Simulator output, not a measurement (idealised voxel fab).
process module | voxel trench capacitor
Each square cell in cross-section cut measures 5 nm, and the section as a whole is 250 nm wide.
The cross-sections in this document take the form of a grid made of square cells. They are written out as bands, in order from top to bottom. Each band consists of one or more rows of cells.
It is stipulated that each band's entry specify, in nanometres, the height of the top of the band and then that of its bottom, followed by the materials of the band in left-to-right sequence, each together with its width in nanometres. A single material marked by the word "throughout" is understood to fill the band from edge to edge; the word "blank" is understood to denote empty space.
For the purposes of this specification, 0 denotes the height below which the wafer in its as-received condition is composed wholly of one material, and the lowermost band, lacking a lower limit, extends downward without end, as expressed in "0 nm and below".
Width "30..40": first value at the band's top row of cells, second value at its bottom row, equal change from row to row.
"no alterations made" after a step means that no cell of the cross-section changed.
Empty spaces without an open route to the top, at least 8 cells in extent, make up the entry "Entrapped void list"; each is given as width x height at distance, where the distance is measured from the left edge, and all are in nm.
On each step's line, the part that comes after the settings is the simulator's own comment on the step.
overlay nm: step with mask; distance mask lay right of planned place; negative value = left of planned place.
-- The following list gives the planned process steps
- 1: RECEIVE with material Si
- 2: CONFORMAL_DEP with material SiN, thk nm 10
- 3: PATTERN with tone open, mask id TRENCH, material resist, width nm 30, pitch nm 55, thk nm 15, overlay nm 0
- 4: DIRECTIONAL_ETCH with etch materials SiN, depth nm 10
- 5: DIRECTIONAL_ETCH with etch materials Si, depth nm 40
- 6: STRIP with etch materials resist
- 7: CONFORMAL_DEP with material Al2O3, thk nm 5
- 8: CONFORMAL_DEP with material TiN, thk nm 5
- 9: FILL_DEP with material W, thk nm 5
- 10: CMP with height nm 10
-- On the first of the two wafers: run conducted according to plan
-- Incoming wafer in cross-section (state: after step 1)
	0 nm and below: Si throughout
	Entrapped void list: none
-- Cross-sectional representation of the wafer at the conclusion of step 2
	10 nm to 0 nm: SiN throughout
	Beneath the level 0, the cross-section is identical to its previous state.
-- Cross-sectional representation of the wafer at the conclusion of step 3
	25 nm to 10 nm: resist: 25 / blank: 30 / resist: 25 / blank: 30 / resist: 25 / blank: 30 / resist: 25 / blank: 30 / resist: 30
	Beneath the level 10, the cross-section is identical to its previous state.
-- Cross-sectional representation of the wafer at the conclusion of step 4
	25 nm to 10 nm: resist: 25 / blank: 30 / resist: 25 / blank: 30 / resist: 25 / blank: 30 / resist: 25 / blank: 30 / resist: 30
	10 nm to 0 nm: SiN: 25 / blank: 30 / SiN: 25 / blank: 30 / SiN: 25 / blank: 30 / SiN: 25 / blank: 30 / SiN: 30
	Beneath the level 0, the cross-section is identical to its previous state.
-- Cross-sectional representation of the wafer at the conclusion of step 5
	25 nm to 10 nm: resist: 25 / blank: 30 / resist: 25 / blank: 30 / resist: 25 / blank: 30 / resist: 25 / blank: 30 / resist: 30
	10 nm to 0 nm: SiN: 25 / blank: 30 / SiN: 25 / blank: 30 / SiN: 25 / blank: 30 / SiN: 25 / blank: 30 / SiN: 30
	0 nm to -40 nm: Si: 25 / blank: 30 / Si: 25 / blank: 30 / Si: 25 / blank: 30 / Si: 25 / blank: 30 / Si: 30
	Beneath the level -40, the cross-section is identical to its previous state.
-- Cross-sectional representation of the wafer at the conclusion of step 6
	10 nm to 0 nm: SiN: 25 / blank: 30 / SiN: 25 / blank: 30 / SiN: 25 / blank: 30 / SiN: 25 / blank: 30 / SiN: 30
	Beneath the level 0, the cross-section is identical to its previous state.
-- Cross-sectional representation of the wafer at the conclusion of step 7
	15 nm to 10 nm: Al2O3: 30 / blank: 20 / Al2O3: 35 / blank: 20 / Al2O3: 35 / blank: 20 / Al2O3: 35 / blank: 20 / Al2O3: 35
	10 nm to 0 nm: SiN: 25 / Al2O3: 5 / blank: 20 / Al2O3: 5 / SiN: 25 / Al2O3: 5 / blank: 20 / Al2O3: 5 / SiN: 25 / Al2O3: 5 / blank: 20 / Al2O3: 5 / SiN: 25 / Al2O3: 5 / blank: 20 / Al2O3: 5 / SiN: 30
	0 nm to -35 nm: Si: 25 / Al2O3: 5 / blank: 20 / Al2O3: 5 / Si: 25 / Al2O3: 5 / blank: 20 / Al2O3: 5 / Si: 25 / Al2O3: 5 / blank: 20 / Al2O3: 5 / Si: 25 / Al2O3: 5 / blank: 20 / Al2O3: 5 / Si: 30
	-35 nm to -40 nm: Si: 25 / Al2O3: 30 / Si: 25 / Al2O3: 30 / Si: 25 / Al2O3: 30 / Si: 25 / Al2O3: 30 / Si: 30
	Beneath the level -40, the cross-section is identical to its previous state.
-- Cross-sectional representation of the wafer at the conclusion of step 8
	20 nm to 15 nm: TiN: 35 / blank: 10 / TiN: 45 / blank: 10 / TiN: 45 / blank: 10 / TiN: 45 / blank: 10 / TiN: 40
	15 nm to 10 nm: Al2O3: 30 / TiN: 5 / blank: 10 / TiN: 5 / Al2O3: 35 / TiN: 5 / blank: 10 / TiN: 5 / Al2O3: 35 / TiN: 5 / blank: 10 / TiN: 5 / Al2O3: 35 / TiN: 5 / blank: 10 / TiN: 5 / Al2O3: 35
	10 nm to 0 nm: SiN: 25 / Al2O3: 5 / TiN: 5 / blank: 10 / TiN: 5 / Al2O3: 5 / SiN: 25 / Al2O3: 5 / TiN: 5 / blank: 10 / TiN: 5 / Al2O3: 5 / SiN: 25 / Al2O3: 5 / TiN: 5 / blank: 10 / TiN: 5 / Al2O3: 5 / SiN: 25 / Al2O3: 5 / TiN: 5 / blank: 10 / TiN: 5 / Al2O3: 5 / SiN: 30
	0 nm to -30 nm: Si: 25 / Al2O3: 5 / TiN: 5 / blank: 10 / TiN: 5 / Al2O3: 5 / Si: 25 / Al2O3: 5 / TiN: 5 / blank: 10 / TiN: 5 / Al2O3: 5 / Si: 25 / Al2O3: 5 / TiN: 5 / blank: 10 / TiN: 5 / Al2O3: 5 / Si: 25 / Al2O3: 5 / TiN: 5 / blank: 10 / TiN: 5 / Al2O3: 5 / Si: 30
	-30 nm to -35 nm: Si: 25 / Al2O3: 5 / TiN: 20 / Al2O3: 5 / Si: 25 / Al2O3: 5 / TiN: 20 / Al2O3: 5 / Si: 25 / Al2O3: 5 / TiN: 20 / Al2O3: 5 / Si: 25 / Al2O3: 5 / TiN: 20 / Al2O3: 5 / Si: 30
	Beneath the level -35, the cross-section is identical to its previous state.
-- Cross-sectional representation of the wafer at the conclusion of step 9
	25 nm to 20 nm: W throughout
	20 nm to 15 nm: TiN: 35 / W: 10 / TiN: 45 / W: 10 / TiN: 45 / W: 10 / TiN: 45 / W: 10 / TiN: 40
	15 nm to 10 nm: Al2O3: 30 / TiN: 5 / W: 10 / TiN: 5 / Al2O3: 35 / TiN: 5 / W: 10 / TiN: 5 / Al2O3: 35 / TiN: 5 / W: 10 / TiN: 5 / Al2O3: 35 / TiN: 5 / W: 10 / TiN: 5 / Al2O3: 35
	10 nm to 0 nm: SiN: 25 / Al2O3: 5 / TiN: 5 / W: 10 / TiN: 5 / Al2O3: 5 / SiN: 25 / Al2O3: 5 / TiN: 5 / W: 10 / TiN: 5 / Al2O3: 5 / SiN: 25 / Al2O3: 5 / TiN: 5 / W: 10 / TiN: 5 / Al2O3: 5 / SiN: 25 / Al2O3: 5 / TiN: 5 / W: 10 / TiN: 5 / Al2O3: 5 / SiN: 30
	0 nm to -30 nm: Si: 25 / Al2O3: 5 / TiN: 5 / W: 10 / TiN: 5 / Al2O3: 5 / Si: 25 / Al2O3: 5 / TiN: 5 / W: 10 / TiN: 5 / Al2O3: 5 / Si: 25 / Al2O3: 5 / TiN: 5 / W: 10 / TiN: 5 / Al2O3: 5 / Si: 25 / Al2O3: 5 / TiN: 5 / W: 10 / TiN: 5 / Al2O3: 5 / Si: 30
	Beneath the level -30, the cross-section is identical to its previous state.
-- Cross-sectional representation of the wafer at the conclusion of step 10
	10 nm to 0 nm: SiN: 25 / Al2O3: 5 / TiN: 5 / W: 10 / TiN: 5 / Al2O3: 5 / SiN: 25 / Al2O3: 5 / TiN: 5 / W: 10 / TiN: 5 / Al2O3: 5 / SiN: 25 / Al2O3: 5 / TiN: 5 / W: 10 / TiN: 5 / Al2O3: 5 / SiN: 25 / Al2O3: 5 / TiN: 5 / W: 10 / TiN: 5 / Al2O3: 5 / SiN: 30
	Beneath the level 0, the cross-section is identical to its previous state.
-- second wafer: like start, like plan, one mistake. Through step 2 it matches the first wafer
-- Second wafer: cross-section at the scheduled end of step 3
	25 nm to 10 nm: resist: 35 / blank: 30 / resist: 25 / blank: 30 / resist: 25 / blank: 30 / resist: 25 / blank: 30 / resist: 20
	Beneath the level 10, the cross-section is identical to its previous state.
-- Second wafer: cross-section at the scheduled end of step 4
	25 nm to 10 nm: resist: 35 / blank: 30 / resist: 25 / blank: 30 / resist: 25 / blank: 30 / resist: 25 / blank: 30 / resist: 20
	10 nm to 0 nm: SiN: 35 / blank: 30 / SiN: 25 / blank: 30 / SiN: 25 / blank: 30 / SiN: 25 / blank: 30 / SiN: 20
	Beneath the level 0, the cross-section is identical to its previous state.
-- Second wafer: cross-section at the scheduled end of step 5
	25 nm to 10 nm: resist: 35 / blank: 30 / resist: 25 / blank: 30 / resist: 25 / blank: 30 / resist: 25 / blank: 30 / resist: 20
	10 nm to 0 nm: SiN: 35 / blank: 30 / SiN: 25 / blank: 30 / SiN: 25 / blank: 30 / SiN: 25 / blank: 30 / SiN: 20
	0 nm to -40 nm: Si: 35 / blank: 30 / Si: 25 / blank: 30 / Si: 25 / blank: 30 / Si: 25 / blank: 30 / Si: 20
	Beneath the level -40, the cross-section is identical to its previous state.
-- Second wafer: cross-section at the scheduled end of step 6
	10 nm to 0 nm: SiN: 35 / blank: 30 / SiN: 25 / blank: 30 / SiN: 25 / blank: 30 / SiN: 25 / blank: 30 / SiN: 20
	Beneath the level 0, the cross-section is identical to its previous state.
-- Second wafer: cross-section at the scheduled end of step 7
	15 nm to 10 nm: Al2O3: 40 / blank: 20 / Al2O3: 35 / blank: 20 / Al2O3: 35 / blank: 20 / Al2O3: 35 / blank: 20 / Al2O3: 25
	10 nm to 0 nm: SiN: 35 / Al2O3: 5 / blank: 20 / Al2O3: 5 / SiN: 25 / Al2O3: 5 / blank: 20 / Al2O3: 5 / SiN: 25 / Al2O3: 5 / blank: 20 / Al2O3: 5 / SiN: 25 / Al2O3: 5 / blank: 20 / Al2O3: 5 / SiN: 20
	0 nm to -35 nm: Si: 35 / Al2O3: 5 / blank: 20 / Al2O3: 5 / Si: 25 / Al2O3: 5 / blank: 20 / Al2O3: 5 / Si: 25 / Al2O3: 5 / blank: 20 / Al2O3: 5 / Si: 25 / Al2O3: 5 / blank: 20 / Al2O3: 5 / Si: 20
	-35 nm to -40 nm: Si: 35 / Al2O3: 30 / Si: 25 / Al2O3: 30 / Si: 25 / Al2O3: 30 / Si: 25 / Al2O3: 30 / Si: 20
	Beneath the level -40, the cross-section is identical to its previous state.
-- Second wafer: cross-section at the scheduled end of step 8
	20 nm to 15 nm: TiN: 45 / blank: 10 / TiN: 45 / blank: 10 / TiN: 45 / blank: 10 / TiN: 45 / blank: 10 / TiN: 30
	15 nm to 10 nm: Al2O3: 40 / TiN: 5 / blank: 10 / TiN: 5 / Al2O3: 35 / TiN: 5 / blank: 10 / TiN: 5 / Al2O3: 35 / TiN: 5 / blank: 10 / TiN: 5 / Al2O3: 35 / TiN: 5 / blank: 10 / TiN: 5 / Al2O3: 25
	10 nm to 0 nm: SiN: 35 / Al2O3: 5 / TiN: 5 / blank: 10 / TiN: 5 / Al2O3: 5 / SiN: 25 / Al2O3: 5 / TiN: 5 / blank: 10 / TiN: 5 / Al2O3: 5 / SiN: 25 / Al2O3: 5 / TiN: 5 / blank: 10 / TiN: 5 / Al2O3: 5 / SiN: 25 / Al2O3: 5 / TiN: 5 / blank: 10 / TiN: 5 / Al2O3: 5 / SiN: 20
	0 nm to -30 nm: Si: 35 / Al2O3: 5 / TiN: 5 / blank: 10 / TiN: 5 / Al2O3: 5 / Si: 25 / Al2O3: 5 / TiN: 5 / blank: 10 / TiN: 5 / Al2O3: 5 / Si: 25 / Al2O3: 5 / TiN: 5 / blank: 10 / TiN: 5 / Al2O3: 5 / Si: 25 / Al2O3: 5 / TiN: 5 / blank: 10 / TiN: 5 / Al2O3: 5 / Si: 20
	-30 nm to -35 nm: Si: 35 / Al2O3: 5 / TiN: 20 / Al2O3: 5 / Si: 25 / Al2O3: 5 / TiN: 20 / Al2O3: 5 / Si: 25 / Al2O3: 5 / TiN: 20 / Al2O3: 5 / Si: 25 / Al2O3: 5 / TiN: 20 / Al2O3: 5 / Si: 20
	Beneath the level -35, the cross-section is identical to its previous state.
-- Second wafer: cross-section at the scheduled end of step 9
	25 nm to 20 nm: W throughout
	20 nm to 15 nm: TiN: 45 / W: 10 / TiN: 45 / W: 10 / TiN: 45 / W: 10 / TiN: 45 / W: 10 / TiN: 30
	15 nm to 10 nm: Al2O3: 40 / TiN: 5 / W: 10 / TiN: 5 / Al2O3: 35 / TiN: 5 / W: 10 / TiN: 5 / Al2O3: 35 / TiN: 5 / W: 10 / TiN: 5 / Al2O3: 35 / TiN: 5 / W: 10 / TiN: 5 / Al2O3: 25
	10 nm to 0 nm: SiN: 35 / Al2O3: 5 / TiN: 5 / W: 10 / TiN: 5 / Al2O3: 5 / SiN: 25 / Al2O3: 5 / TiN: 5 / W: 10 / TiN: 5 / Al2O3: 5 / SiN: 25 / Al2O3: 5 / TiN: 5 / W: 10 / TiN: 5 / Al2O3: 5 / SiN: 25 / Al2O3: 5 / TiN: 5 / W: 10 / TiN: 5 / Al2O3: 5 / SiN: 20
	0 nm to -30 nm: Si: 35 / Al2O3: 5 / TiN: 5 / W: 10 / TiN: 5 / Al2O3: 5 / Si: 25 / Al2O3: 5 / TiN: 5 / W: 10 / TiN: 5 / Al2O3: 5 / Si: 25 / Al2O3: 5 / TiN: 5 / W: 10 / TiN: 5 / Al2O3: 5 / Si: 25 / Al2O3: 5 / TiN: 5 / W: 10 / TiN: 5 / Al2O3: 5 / Si: 20
	Beneath the level -30, the cross-section is identical to its previous state.
-- Second wafer: cross-section at the scheduled end of step 10
	10 nm to 0 nm: SiN: 35 / Al2O3: 5 / TiN: 5 / W: 10 / TiN: 5 / Al2O3: 5 / SiN: 25 / Al2O3: 5 / TiN: 5 / W: 10 / TiN: 5 / Al2O3: 5 / SiN: 25 / Al2O3: 5 / TiN: 5 / W: 10 / TiN: 5 / Al2O3: 5 / SiN: 25 / Al2O3: 5 / TiN: 5 / W: 10 / TiN: 5 / Al2O3: 5 / SiN: 20
	Beneath the level 0, the cross-section is identical to its previous state.
What broke from the plan during processing? step 3 deviated from plan and actually ran as PATTERN with tone open, mask id TRENCH, material resist, width nm 30, pitch nm 55, thk nm 15, overlay nm 10
By the end, you'd get the same cell count for each material on either wafer, but the second wafer puts them somewhere else.
